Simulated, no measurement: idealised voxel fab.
voxel plated lines: a process module
Shown is cross-section cut, with a width of 180 nm and square cells of size 5 nm.
Cross-section, as written here: a square-cell grid given band by band from the top down, where a band holds one or more rows of cells. This entry defines a band. It first specifies the height of the band's top and the height of its bottom in nm, and then specifies the band's materials from left to right, stating each material with its width in nm. The word "everywhere" identifies a single material that fills the band from edge to edge, while the word "empty" identifies empty space. Counting heights begins at 0, where everything beneath is, in the wafer as received, one material. The lowest band has no bottom; it goes on downwards, as "z 0 and below" shows. The two numbers in a width such as "30 to 40" mark its ends across the band: the first belongs to the top row of cells, the second to the bottom row, and from each row to the next the width moves by the same amount. For the purposes of this document, the phrase "remained unchanged" attached to a step denotes that no cell within the cross-section was modified by that step. Closed empty spaces (no open way to the top) of 8 cells or more are what "Closed void catalog" lists, each as width x height at distance from the left edge, nm for all three. That trailing text on a step's line, after the settings, is the simulator's own remark on the step. overlay nm: right-of-plan distance of the mask on a masked step; negative values mean left-of-plan.

PLANNED STEP LIST FOR THE PROCESS
1: RECEIVE | material Si
2: CONFORMAL_DEP | material SiN | thk nm 10
3: DIRECTIONAL_DEP | material TiN | thk nm 5
4: PATTERN | tone open | mask id LINES | material resist | width nm 25 | pitch nm 40 | thk nm 40 | overlay nm 0
5: EPI | material Ru | thk nm 10
6: EPI | material Ru | thk nm 10
7: EPI | material Ru | thk nm 5
8: STRIP | etch materials resist
9: DIRECTIONAL_ETCH | etch materials TiN | depth nm 5
10: CONFORMAL_DEP | material SiN | thk nm 10

CROSS-SECTION: WAFER ON ARRIVAL = AFTER STEP 1
	z 0 and below | Si everywhere
	Closed void catalog: none

AS-PLANNED RUN: CROSS-SECTION OF THE FIRST OF TWO WAFERS AT END OF MODULE
	z 50 to 40 | 45 of empty | 85 of SiN | 50 of empty
	z 40 to 20 | 45 of empty | 10 of SiN | 25 of Ru | 15 of SiN | 25 of Ru | 10 of SiN | 50 of empty
	z 20 to 15 | 55 of SiN | 25 of Ru | 15 of SiN | 25 of Ru | 60 of SiN
	z 15 to 10 | 55 of SiN | 25 of TiN | 15 of SiN | 25 of TiN | 60 of SiN
	z 10 to 0 | SiN everywhere
	z 0 and below | Si everywhere
	Closed void catalog: none

CROSS-SECTIONAL VIEW: SECOND OF TWO WAFERS, END OF MODULE; START AND PLAN IDENTICAL TO THE FIRST, ONE MISTAKE IN RUNNING
	z 40 to 30 | 45 of empty | 85 of SiN | 50 of empty
	z 30 to 10 | 45 of empty | 10 of SiN | 25 of Ru | 15 of SiN | 25 of Ru | 10 of SiN | 50 of empty
	z 10 to 5 | 55 of SiN | 25 of Ru | 15 of SiN | 25 of Ru | 60 of SiN
	z 5 to 0 | 55 of SiN | 25 of TiN | 15 of SiN | 25 of TiN | 60 of SiN
	z 0 and below | Si everywhere
	Closed void catalog: none
Processing error: step 2 was dropped from the plan's execution and never run
Cell-count delta at end, second wafer over first, by material: SiN: 72 fewer
